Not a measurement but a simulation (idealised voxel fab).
Proc. module: voxel ribs on slabs
Cross-sectional view cut (width: 250 nm; square cell size: 5 nm).
In this document a cross-section is written as a grid of square cells. It is given as a series of bands, listed from the top down, and a band is one or more rows of cells.
Band: top height; bottom height; in nm. Then, left to right: material with width in nm, for each material. "edge to edge": a single material spanning edge to edge. "blank": empty space.
Convention: height 0 is the level below which the wafer, as received, is all one material. The lowest band does not terminate at the bottom but continues downward, represented as "from 0 down".
Width spec "30->40" -> top row of cells at first value, bottom row at second value, equal per-row change in between.
The designation "changes: none", where it is given for a processing step, indicates that no cell of the cross-section was altered in the course of that step.
"Entrapped voids": empty spaces of 8 cells or more with no open way to the top, each given as width x height at distance, distance from the left edge, all in nm.
Formally, on a step line, whatever follows the settings is a remark that the simulator itself makes on the step.
"overlay nm" on a masked step: distance the mask lay right of its planned place, negative for left.
Intended process steps
1. op RECEIVE | material Si
2. op DIRECTIONAL_DEP | material SiO2 | thk nm 30
3. op DIRECTIONAL_DEP | material polySi | thk nm 20
4. op PATTERN | tone cover | mask id RIB | material resist | width nm 30 | thk nm 20 | overlay nm 0
5. op DIRECTIONAL_ETCH | etch materials polySi | depth nm 5
6. op STRIP | etch materials resist
7. op MASKED_ETCH | tone cover | mask id SLAB | width nm 90 | etch materials polySi | depth nm 15 | overlay nm 0
8. op FILL_DEP | material SiO2 | thk nm 15
9. op CMP | height nm 60
10. op DIRECTIONAL_DEP | material TiN | thk nm 5
11. op DIRECTIONAL_DEP | material aC | thk nm 10
12. op PATTERN | tone cover | mask id HEATER | material resist | width nm 40 | thk nm 25 | overlay nm 0
13. op DIRECTIONAL_ETCH | etch materials aC | depth nm 10
14. op STRIP | etch materials resist
15. op DIRECTIONAL_ETCH | etch materials TiN | depth nm 5
16. op STRIP | etch materials aC
17. op CONFORMAL_DEP | material SiO2 | thk nm 10
Wafer cross-section on receipt, i.e. after step 1
* from 0 down | Si edge to edge
* Entrapped voids: none
Cross-section taken at module completion on the first of two wafers; processed per the plan
* from 75 to 70 | 95 of blank | 60 of SiO2 | 95 of blank
* from 70 to 65 | SiO2 edge to edge
* from 65 to 60 | 105 of SiO2 | 40 of TiN | 105 of SiO2
* from 60 to 50 | SiO2 edge to edge
* from 50 to 45 | 110 of SiO2 | 30 of polySi | 110 of SiO2
* from 45 to 30 | 80 of SiO2 | 90 of polySi | 80 of SiO2
* from 30 to 0 | SiO2 edge to edge
* from 0 down | Si edge to edge
* Entrapped voids: none
Wafer two (of two), end-of-module cross-section: start = wafer one, plan = wafer one, one run mistake
* from 65 to 60 | 105 of blank | 40 of TiN | 105 of blank
* from 60 to 50 | SiO2 edge to edge
* from 50 to 45 | 110 of SiO2 | 30 of polySi | 110 of SiO2
* from 45 to 30 | 80 of SiO2 | 90 of polySi | 80 of SiO2
* from 30 to 0 | SiO2 edge to edge
* from 0 down | Si edge to edge
* Entrapped voids: none
What was done differently from what was planned? no execution of plan step 17; skipped
Per the end-of-run cell counts, the second wafer holds more or fewer of some materials than the first: SiO2 -104
